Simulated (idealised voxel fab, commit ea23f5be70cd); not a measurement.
A process module follows: voxel tone inversion.
Square cell edge 5 nm, section width 260 nm, ID cut.
This document writes a cross-section as a grid whose cells are square, and gives it as bands, listed from the top down; one or more rows of cells form a band. Within each band entry, the heights of the top and of the bottom of the band appear first, in that order and in nm; the materials of the band then follow from left to right, each with its corresponding width in nm. The designation "full width" on a single material indicates that it fills the band from edge to edge; the designation "blank" indicates empty space. Where do heights start? At 0: under that level the wafer as delivered is made of one material only. And the lowest band has no floor; it just carries on downward, as in "0 down". Graded width ("30..40"): value in top row of band = first number; value in bottom row = second number; row-to-row change constant. The cross-section has no changed cell in any step marked "no alterations made". In "Enclosed internal voids" the enclosed voids are listed, meaning empty spaces of 8 cells or larger without any opening to the top. The form is width x height at distance, distance from the left edge, units nm. If you see something after the settings on a step's line, that's the simulator's own remark about that step. Regarding "overlay nm": on a step with a mask, it is the distance the mask lay to the right of its planned place; a negative value places it to the left.
## Process steps - plan
| 1 | op RECEIVE | material Si |
| 2 | op CONFORMAL_DEP | material SiCN | thk nm 5 |
| 3 | op DIRECTIONAL_DEP | material aC | thk nm 25 |
| 4 | op PATTERN | tone cover | mask id POSTS | material resist | width nm 15 | pitch nm 45 | thk nm 30 | overlay nm 0 |
| 5 | op DIRECTIONAL_ETCH | etch materials aC | depth nm 25 |
| 6 | op STRIP | etch materials resist |
| 7 | op FILL_DEP | material SiO2 | thk nm 10 |
| 8 | op CMP | height nm 30 |
| 9 | op STRIP | etch materials aC |
| 10 | op CONFORMAL_DEP | material TiN | thk nm 5 |
| 11 | op FILL_DEP | material Ru | thk nm 10 |
| 12 | op CMP | height nm 30 |
| 13 | op CONFORMAL_DEP | material SiCN | thk nm 5 |
## Cross-sectional view of the wafer in its as-received condition, corresponding to the state after step 1
- 0 down  Si full width
- Enclosed internal voids: none
## Below is the wafer in cross-section after the module was completed. It began from the starting point shown above and followed the plan shown above, except that one mistake was made while running it
- 35 to 30  SiCN full width
- 30 to 10  70 Ru, 5 TiN, 15 SiO2, 5 TiN, 20 Ru, 5 TiN, 15 SiO2, 5 TiN, 20 Ru, 5 TiN, 15 SiO2, 5 TiN, 75 Ru
- 10 to 5  75 TiN, 15 SiO2, 30 TiN, 15 SiO2, 30 TiN, 15 SiO2, 80 TiN
- 5 to 0  SiCN full width
- 0 down  Si full width
- Enclosed internal voids: none
Short version of what went wrong: in deviation from the planned setting, step 4 was conducted as op PATTERN | tone open | mask id POSTS | material resist | width nm 15 | pitch nm 45 | thk nm 30 | overlay nm 0
